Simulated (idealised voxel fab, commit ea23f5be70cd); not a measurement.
Title: Process Module voxel gate over fins
The cross-section on display is named cut; it measures 205 nm wide, and its cells are 5 nm squares.
Notation: cross-section as square-cell grid; stated in bands, top first, going down; one or more cell rows per band.
Read a band's entry like this: the first values are the height of its top and the height of its bottom in nm, and what follows is the sequence of materials from left to right, each with its width in nm. Note that "blank" is empty space, and that a single material marked "all across" reaches across the band from edge to edge.
Where do heights start? At 0: under that level the wafer as delivered is made of one material only. And the lowest band has no floor; it just carries on downward, as in "z 0 and below".
A two-number width, for instance "30..40", indicates that the width is equal to the first number in the top row of the band and to the second number in the bottom row, and that it changes by a constant amount per row of cells.
Key: "nothing different" - step with no changed cell in the cross-section.
For the entry "Sealed cavities", the listed items are empty spaces with no open way to the top whose size is 8 cells or more; each item follows the pattern width x height at distance, where distance is from the left edge and all three are in nm.
If you see something after the settings on a step's line, that's the simulator's own remark about that step.
overlay nm: step with mask; distance mask lay right of planned place; negative value = left of planned place.

-- plan
1,RECEIVE (material Si)
2,CONFORMAL_DEP (material SiN; thk nm 5)
3,DIRECTIONAL_DEP (material aC; thk nm 15)
4,PATTERN (tone cover; mask id FINS; material resist; width nm 15; pitch nm 40; thk nm 30; overlay nm 0)
5,DIRECTIONAL_ETCH (etch materials aC; depth nm 15)
6,STRIP (etch materials resist)
7,DIRECTIONAL_ETCH (etch materials SiN; depth nm 5)
8,DIRECTIONAL_ETCH (etch materials Si; depth nm 30)
9,STRIP (etch materials aC)
10,FILL_DEP (material SiO2; thk nm 10)
11,CMP (height nm 5)
12,SELECTIVE_ETCH (etch materials SiO2; depth nm 20)
13,STRIP (etch materials SiN)
14,CONFORMAL_DEP (material HfO2; thk nm 5)
15,CONFORMAL_DEP (material TiN; thk nm 5)
16,CONFORMAL_DEP (material TiAl; thk nm 5)
17,CONFORMAL_DEP (material TiN; thk nm 5)
18,FILL_DEP (material W; thk nm 10)
19,CMP (height nm 25)
20,CONFORMAL_DEP (material SiCN; thk nm 5)

-- First wafer, two in total, run as planned

-- As received (post step 1): cross-section
* z 0 and below: Si all across
* Sealed cavities: none

-- After step 2: wafer cross-section
* z 5 to 0: SiN all across
* Anything lower than 0 is untouched.

-- After step 3: wafer cross-section
* z 20 to 5: aC all across
* Anything lower than 5 is untouched.

-- After step 4: wafer cross-section
* z 50 to 20: blank 35 nm, then resist 15 nm, then blank 25 nm, then resist 15 nm, then blank 25 nm, then resist 15 nm, then blank 25 nm, then resist 15 nm, then blank 35 nm
* Anything lower than 20 is untouched.

-- After step 5: wafer cross-section
* z 35 to 20: blank 35 nm, then resist 15 nm, then blank 25 nm, then resist 15 nm, then blank 25 nm, then resist 15 nm, then blank 25 nm, then resist 15 nm, then blank 35 nm
* z 20 to 5: blank 35 nm, then aC 15 nm, then blank 25 nm, then aC 15 nm, then blank 25 nm, then aC 15 nm, then blank 25 nm, then aC 15 nm, then blank 35 nm
* Anything lower than 5 is untouched.

-- After step 6: wafer cross-section
* z 20 to 5: blank 35 nm, then aC 15 nm, then blank 25 nm, then aC 15 nm, then blank 25 nm, then aC 15 nm, then blank 25 nm, then aC 15 nm, then blank 35 nm
* Anything lower than 5 is untouched.

-- After step 7: wafer cross-section
* z 20 to 5: blank 35 nm, then aC 15 nm, then blank 25 nm, then aC 15 nm, then blank 25 nm, then aC 15 nm, then blank 25 nm, then aC 15 nm, then blank 35 nm
* z 5 to 0: blank 35 nm, then SiN 15 nm, then blank 25 nm, then SiN 15 nm, then blank 25 nm, then SiN 15 nm, then blank 25 nm, then SiN 15 nm, then blank 35 nm
* Anything lower than 0 is untouched.

-- After step 8: wafer cross-section
* z 20 to 5: blank 35 nm, then aC 15 nm, then blank 25 nm, then aC 15 nm, then blank 25 nm, then aC 15 nm, then blank 25 nm, then aC 15 nm, then blank 35 nm
* z 5 to 0: blank 35 nm, then SiN 15 nm, then blank 25 nm, then SiN 15 nm, then blank 25 nm, then SiN 15 nm, then blank 25 nm, then SiN 15 nm, then blank 35 nm
* z 0 to -30: blank 35 nm, then Si 15 nm, then blank 25 nm, then Si 15 nm, then blank 25 nm, then Si 15 nm, then blank 25 nm, then Si 15 nm, then blank 35 nm
* Anything lower than -30 is untouched.

-- After step 9: wafer cross-section
* z 5 to 0: blank 35 nm, then SiN 15 nm, then blank 25 nm, then SiN 15 nm, then blank 25 nm, then SiN 15 nm, then blank 25 nm, then SiN 15 nm, then blank 35 nm
* Anything lower than 0 is untouched.

-- After step 10: wafer cross-section
* z 15 to 5: SiO2 all across
* z 5 to 0: SiO2 35 nm, then SiN 15 nm, then SiO2 25 nm, then SiN 15 nm, then SiO2 25 nm, then SiN 15 nm, then SiO2 25 nm, then SiN 15 nm, then SiO2 35 nm
* z 0 to -30: SiO2 35 nm, then Si 15 nm, then SiO2 25 nm, then Si 15 nm, then SiO2 25 nm, then Si 15 nm, then SiO2 25 nm, then Si 15 nm, then SiO2 35 nm
* Anything lower than -30 is untouched.

-- After step 11: wafer cross-section
* z 5 to 0: SiO2 35 nm, then SiN 15 nm, then SiO2 25 nm, then SiN 15 nm, then SiO2 25 nm, then SiN 15 nm, then SiO2 25 nm, then SiN 15 nm, then SiO2 35 nm
* Anything lower than 0 is untouched.

-- After step 12: wafer cross-section
* z 5 to 0: blank 35 nm, then SiN 15 nm, then blank 25 nm, then SiN 15 nm, then blank 25 nm, then SiN 15 nm, then blank 25 nm, then SiN 15 nm, then blank 35 nm
* z 0 to -15: blank 35 nm, then Si 15 nm, then blank 25 nm, then Si 15 nm, then blank 25 nm, then Si 15 nm, then blank 25 nm, then Si 15 nm, then blank 35 nm
* Anything lower than -15 is untouched.

-- After step 13: wafer cross-section
* z 0 to -15: blank 35 nm, then Si 15 nm, then blank 25 nm, then Si 15 nm, then blank 25 nm, then Si 15 nm, then blank 25 nm, then Si 15 nm, then blank 35 nm
* Anything lower than -15 is untouched.

-- After step 14: wafer cross-section
* z 5 to 0: blank 30 nm, then HfO2 25 nm, then blank 15 nm, then HfO2 25 nm, then blank 15 nm, then HfO2 25 nm, then blank 15 nm, then HfO2 25 nm, then blank 30 nm
* z 0 to -10: blank 30 nm, then HfO2 5 nm, then Si 15 nm, then HfO2 5 nm, then blank 15 nm, then HfO2 5 nm, then Si 15 nm, then HfO2 5 nm, then blank 15 nm, then HfO2 5 nm, then Si 15 nm, then HfO2 5 nm, then blank 15 nm, then HfO2 5 nm, then Si 15 nm, then HfO2 5 nm, then blank 30 nm
* z -10 to -15: HfO2 35 nm, then Si 15 nm, then HfO2 25 nm, then Si 15 nm, then HfO2 25 nm, then Si 15 nm, then HfO2 25 nm, then Si 15 nm, then HfO2 35 nm
* Anything lower than -15 is untouched.

-- After step 15: wafer cross-section
* z 10 to 5: blank 25 nm, then TiN 35 nm, then blank 5 nm, then TiN 35 nm, then blank 5 nm, then TiN 35 nm, then blank 5 nm, then TiN 35 nm, then blank 25 nm
* z 5 to 0: blank 25 nm, then TiN 5 nm, then HfO2 25 nm, then TiN 5 nm, then blank 5 nm, then TiN 5 nm, then HfO2 25 nm, then TiN 5 nm, then blank 5 nm, then TiN 5 nm, then HfO2 25 nm, then TiN 5 nm, then blank 5 nm, then TiN 5 nm, then HfO2 25 nm, then TiN 5 nm, then blank 25 nm
* z 0 to -5: blank 25 nm, then TiN 5 nm, then HfO2 5 nm, then Si 15 nm, then HfO2 5 nm, then TiN 5 nm, then blank 5 nm, then TiN 5 nm, then HfO2 5 nm, then Si 15 nm, then HfO2 5 nm, then TiN 5 nm, then blank 5 nm, then TiN 5 nm, then HfO2 5 nm, then Si 15 nm, then HfO2 5 nm, then TiN 5 nm, then blank 5 nm, then TiN 5 nm, then HfO2 5 nm, then Si 15 nm, then HfO2 5 nm, then TiN 5 nm, then blank 25 nm
* z -5 to -10: TiN 30 nm, then HfO2 5 nm, then Si 15 nm, then HfO2 5 nm, then TiN 15 nm, then HfO2 5 nm, then Si 15 nm, then HfO2 5 nm, then TiN 15 nm, then HfO2 5 nm, then Si 15 nm, then HfO2 5 nm, then TiN 15 nm, then HfO2 5 nm, then Si 15 nm, then HfO2 5 nm, then TiN 30 nm
* Anything lower than -10 is untouched.

-- After step 16: wafer cross-section
* z 15 to 10: blank 20 nm, then TiAl 165 nm, then blank 20 nm
* z 10 to 5: blank 20 nm, then TiAl 5 nm, then TiN 35 nm, then TiAl 5 nm, then TiN 35 nm, then TiAl 5 nm, then TiN 35 nm, then TiAl 5 nm, then TiN 35 nm, then TiAl 5 nm, then blank 20 nm
* z 5 to 0: blank 20 nm, then TiAl 5 nm, then TiN 5 nm, then HfO2 25 nm, then TiN 5 nm, then TiAl 5 nm, then TiN 5 nm, then HfO2 25 nm, then TiN 5 nm, then TiAl 5 nm, then TiN 5 nm, then HfO2 25 nm, then TiN 5 nm, then TiAl 5 nm, then TiN 5 nm, then HfO2 25 nm, then TiN 5 nm, then TiAl 5 nm, then blank 20 nm
* z 0 to -5: TiAl 25 nm, then TiN 5 nm, then HfO2 5 nm, then Si 15 nm, then HfO2 5 nm, then TiN 5 nm, then TiAl 5 nm, then TiN 5 nm, then HfO2 5 nm, then Si 15 nm, then HfO2 5 nm, then TiN 5 nm, then TiAl 5 nm, then TiN 5 nm, then HfO2 5 nm, then Si 15 nm, then HfO2 5 nm, then TiN 5 nm, then TiAl 5 nm, then TiN 5 nm, then HfO2 5 nm, then Si 15 nm, then HfO2 5 nm, then TiN 5 nm, then TiAl 25 nm
* Anything lower than -5 is untouched.

-- After step 17: wafer cross-section
* z 20 to 15: blank 15 nm, then TiN 175 nm, then blank 15 nm
* z 15 to 10: blank 15 nm, then TiN 5 nm, then TiAl 165 nm, then TiN 5 nm, then blank 15 nm
* z 10 to 5: blank 15 nm, then TiN 5 nm, then TiAl 5 nm, then TiN 35 nm, then TiAl 5 nm, then TiN 35 nm, then TiAl 5 nm, then TiN 35 nm, then TiAl 5 nm, then TiN 35 nm, then TiAl 5 nm, then TiN 5 nm, then blank 15 nm
* z 5 to 0: TiN 20 nm, then TiAl 5 nm, then TiN 5 nm, then HfO2 25 nm, then TiN 5 nm, then TiAl 5 nm, then TiN 5 nm, then HfO2 25 nm, then TiN 5 nm, then TiAl 5 nm, then TiN 5 nm, then HfO2 25 nm, then TiN 5 nm, then TiAl 5 nm, then TiN 5 nm, then HfO2 25 nm, then TiN 5 nm, then TiAl 5 nm, then TiN 20 nm
* Anything lower than 0 is untouched.

-- After step 18: wafer cross-section
* z 30 to 20: W all across
* z 20 to 15: W 15 nm, then TiN 175 nm, then W 15 nm
* z 15 to 10: W 15 nm, then TiN 5 nm, then TiAl 165 nm, then TiN 5 nm, then W 15 nm
* z 10 to 5: W 15 nm, then TiN 5 nm, then TiAl 5 nm, then TiN 35 nm, then TiAl 5 nm, then TiN 35 nm, then TiAl 5 nm, then TiN 35 nm, then TiAl 5 nm, then TiN 35 nm, then TiAl 5 nm, then TiN 5 nm, then W 15 nm
* Anything lower than 5 is untouched.

-- After step 19: wafer cross-section
* z 25 to 20: W all across
* Anything lower than 20 is untouched.

-- After step 20: wafer cross-section
* z 30 to 25: SiCN all across
* Anything lower than 25 is untouched.

-- Wafer two of two - same starting point, same process plan, one mistake in execution; matches wafer one up to and including step 7

-- Second wafer, cross-section, planned end of step 8
* z 20 to 5: blank 35 nm, then aC 15 nm, then blank 25 nm, then aC 15 nm, then blank 25 nm, then aC 15 nm, then blank 25 nm, then aC 15 nm, then blank 35 nm
* z 5 to 0: blank 35 nm, then SiN 15 nm, then blank 25 nm, then SiN 15 nm, then blank 25 nm, then SiN 15 nm, then blank 25 nm, then SiN 15 nm, then blank 35 nm
* z 0 to -20: blank 35 nm, then Si 15 nm, then blank 25 nm, then Si 15 nm, then blank 25 nm, then Si 15 nm, then blank 25 nm, then Si 15 nm, then blank 35 nm
* Anything lower than -20 is untouched.

-- Second wafer, cross-section, planned end of step 9
* z 5 to 0: blank 35 nm, then SiN 15 nm, then blank 25 nm, then SiN 15 nm, then blank 25 nm, then SiN 15 nm, then blank 25 nm, then SiN 15 nm, then blank 35 nm
* Anything lower than 0 is untouched.

-- Second wafer, cross-section, planned end of step 10
* z 15 to 5: SiO2 all across
* z 5 to 0: SiO2 35 nm, then SiN 15 nm, then SiO2 25 nm, then SiN 15 nm, then SiO2 25 nm, then SiN 15 nm, then SiO2 25 nm, then SiN 15 nm, then SiO2 35 nm
* z 0 to -20: SiO2 35 nm, then Si 15 nm, then SiO2 25 nm, then Si 15 nm, then SiO2 25 nm, then Si 15 nm, then SiO2 25 nm, then Si 15 nm, then SiO2 35 nm
* Anything lower than -20 is untouched.

-- Second wafer, cross-section, planned end of step 11
* z 5 to 0: SiO2 35 nm, then SiN 15 nm, then SiO2 25 nm, then SiN 15 nm, then SiO2 25 nm, then SiN 15 nm, then SiO2 25 nm, then SiN 15 nm, then SiO2 35 nm
* Anything lower than 0 is untouched.

-- Second wafer, cross-section, planned end of step 12
* z 5 to 0: blank 35 nm, then SiN 15 nm, then blank 25 nm, then SiN 15 nm, then blank 25 nm, then SiN 15 nm, then blank 25 nm, then SiN 15 nm, then blank 35 nm
* z 0 to -15: blank 35 nm, then Si 15 nm, then blank 25 nm, then Si 15 nm, then blank 25 nm, then Si 15 nm, then blank 25 nm, then Si 15 nm, then blank 35 nm
* Anything lower than -15 is untouched.

-- Second wafer, cross-section, planned end of step 13
* z 0 to -15: blank 35 nm, then Si 15 nm, then blank 25 nm, then Si 15 nm, then blank 25 nm, then Si 15 nm, then blank 25 nm, then Si 15 nm, then blank 35 nm
* Anything lower than -15 is untouched.

-- Second wafer, cross-section, planned end of step 14
* z 5 to 0: blank 30 nm, then HfO2 25 nm, then blank 15 nm, then HfO2 25 nm, then blank 15 nm, then HfO2 25 nm, then blank 15 nm, then HfO2 25 nm, then blank 30 nm
* z 0 to -10: blank 30 nm, then HfO2 5 nm, then Si 15 nm, then HfO2 5 nm, then blank 15 nm, then HfO2 5 nm, then Si 15 nm, then HfO2 5 nm, then blank 15 nm, then HfO2 5 nm, then Si 15 nm, then HfO2 5 nm, then blank 15 nm, then HfO2 5 nm, then Si 15 nm, then HfO2 5 nm, then blank 30 nm
* z -10 to -15: HfO2 35 nm, then Si 15 nm, then HfO2 25 nm, then Si 15 nm, then HfO2 25 nm, then Si 15 nm, then HfO2 25 nm, then Si 15 nm, then HfO2 35 nm
* Anything lower than -15 is untouched.

-- Second wafer, cross-section, planned end of step 15
* z 10 to 5: blank 25 nm, then TiN 35 nm, then blank 5 nm, then TiN 35 nm, then blank 5 nm, then TiN 35 nm, then blank 5 nm, then TiN 35 nm, then blank 25 nm
* z 5 to 0: blank 25 nm, then TiN 5 nm, then HfO2 25 nm, then TiN 5 nm, then blank 5 nm, then TiN 5 nm, then HfO2 25 nm, then TiN 5 nm, then blank 5 nm, then TiN 5 nm, then HfO2 25 nm, then TiN 5 nm, then blank 5 nm, then TiN 5 nm, then HfO2 25 nm, then TiN 5 nm, then blank 25 nm
* z 0 to -5: blank 25 nm, then TiN 5 nm, then HfO2 5 nm, then Si 15 nm, then HfO2 5 nm, then TiN 5 nm, then blank 5 nm, then TiN 5 nm, then HfO2 5 nm, then Si 15 nm, then HfO2 5 nm, then TiN 5 nm, then blank 5 nm, then TiN 5 nm, then HfO2 5 nm, then Si 15 nm, then HfO2 5 nm, then TiN 5 nm, then blank 5 nm, then TiN 5 nm, then HfO2 5 nm, then Si 15 nm, then HfO2 5 nm, then TiN 5 nm, then blank 25 nm
* z -5 to -10: TiN 30 nm, then HfO2 5 nm, then Si 15 nm, then HfO2 5 nm, then TiN 15 nm, then HfO2 5 nm, then Si 15 nm, then HfO2 5 nm, then TiN 15 nm, then HfO2 5 nm, then Si 15 nm, then HfO2 5 nm, then TiN 15 nm, then HfO2 5 nm, then Si 15 nm, then HfO2 5 nm, then TiN 30 nm
* Anything lower than -10 is untouched.

-- Second wafer, cross-section, planned end of step 16
* z 15 to 10: blank 20 nm, then TiAl 165 nm, then blank 20 nm
* z 10 to 5: blank 20 nm, then TiAl 5 nm, then TiN 35 nm, then TiAl 5 nm, then TiN 35 nm, then TiAl 5 nm, then TiN 35 nm, then TiAl 5 nm, then TiN 35 nm, then TiAl 5 nm, then blank 20 nm
* z 5 to 0: blank 20 nm, then TiAl 5 nm, then TiN 5 nm, then HfO2 25 nm, then TiN 5 nm, then TiAl 5 nm, then TiN 5 nm, then HfO2 25 nm, then TiN 5 nm, then TiAl 5 nm, then TiN 5 nm, then HfO2 25 nm, then TiN 5 nm, then TiAl 5 nm, then TiN 5 nm, then HfO2 25 nm, then TiN 5 nm, then TiAl 5 nm, then blank 20 nm
* z 0 to -5: TiAl 25 nm, then TiN 5 nm, then HfO2 5 nm, then Si 15 nm, then HfO2 5 nm, then TiN 5 nm, then TiAl 5 nm, then TiN 5 nm, then HfO2 5 nm, then Si 15 nm, then HfO2 5 nm, then TiN 5 nm, then TiAl 5 nm, then TiN 5 nm, then HfO2 5 nm, then Si 15 nm, then HfO2 5 nm, then TiN 5 nm, then TiAl 5 nm, then TiN 5 nm, then HfO2 5 nm, then Si 15 nm, then HfO2 5 nm, then TiN 5 nm, then TiAl 25 nm
* Anything lower than -5 is untouched.

-- Second wafer, cross-section, planned end of step 17
* z 20 to 15: blank 15 nm, then TiN 175 nm, then blank 15 nm
* z 15 to 10: blank 15 nm, then TiN 5 nm, then TiAl 165 nm, then TiN 5 nm, then blank 15 nm
* z 10 to 5: blank 15 nm, then TiN 5 nm, then TiAl 5 nm, then TiN 35 nm, then TiAl 5 nm, then TiN 35 nm, then TiAl 5 nm, then TiN 35 nm, then TiAl 5 nm, then TiN 35 nm, then TiAl 5 nm, then TiN 5 nm, then blank 15 nm
* z 5 to 0: TiN 20 nm, then TiAl 5 nm, then TiN 5 nm, then HfO2 25 nm, then TiN 5 nm, then TiAl 5 nm, then TiN 5 nm, then HfO2 25 nm, then TiN 5 nm, then TiAl 5 nm, then TiN 5 nm, then HfO2 25 nm, then TiN 5 nm, then TiAl 5 nm, then TiN 5 nm, then HfO2 25 nm, then TiN 5 nm, then TiAl 5 nm, then TiN 20 nm
* Anything lower than 0 is untouched.

-- Second wafer, cross-section, planned end of step 18
* z 30 to 20: W all across
* z 20 to 15: W 15 nm, then TiN 175 nm, then W 15 nm
* z 15 to 10: W 15 nm, then TiN 5 nm, then TiAl 165 nm, then TiN 5 nm, then W 15 nm
* z 10 to 5: W 15 nm, then TiN 5 nm, then TiAl 5 nm, then TiN 35 nm, then TiAl 5 nm, then TiN 35 nm, then TiAl 5 nm, then TiN 35 nm, then TiAl 5 nm, then TiN 35 nm, then TiAl 5 nm, then TiN 5 nm, then W 15 nm
* Anything lower than 5 is untouched.

-- Second wafer, cross-section, planned end of step 19
* z 25 to 20: W all across
* Anything lower than 20 is untouched.

-- Second wafer, cross-section, planned end of step 20
* z 30 to 25: SiCN all across
* Anything lower than 25 is untouched.
What was the processing mistake? step 8 ran differently from the plan; actual operation with settings: DIRECTIONAL_ETCH (etch materials Si; depth nm 20)
Materials where the second wafer ends with more or fewer cells than the first: +58 Si, -58 SiO2
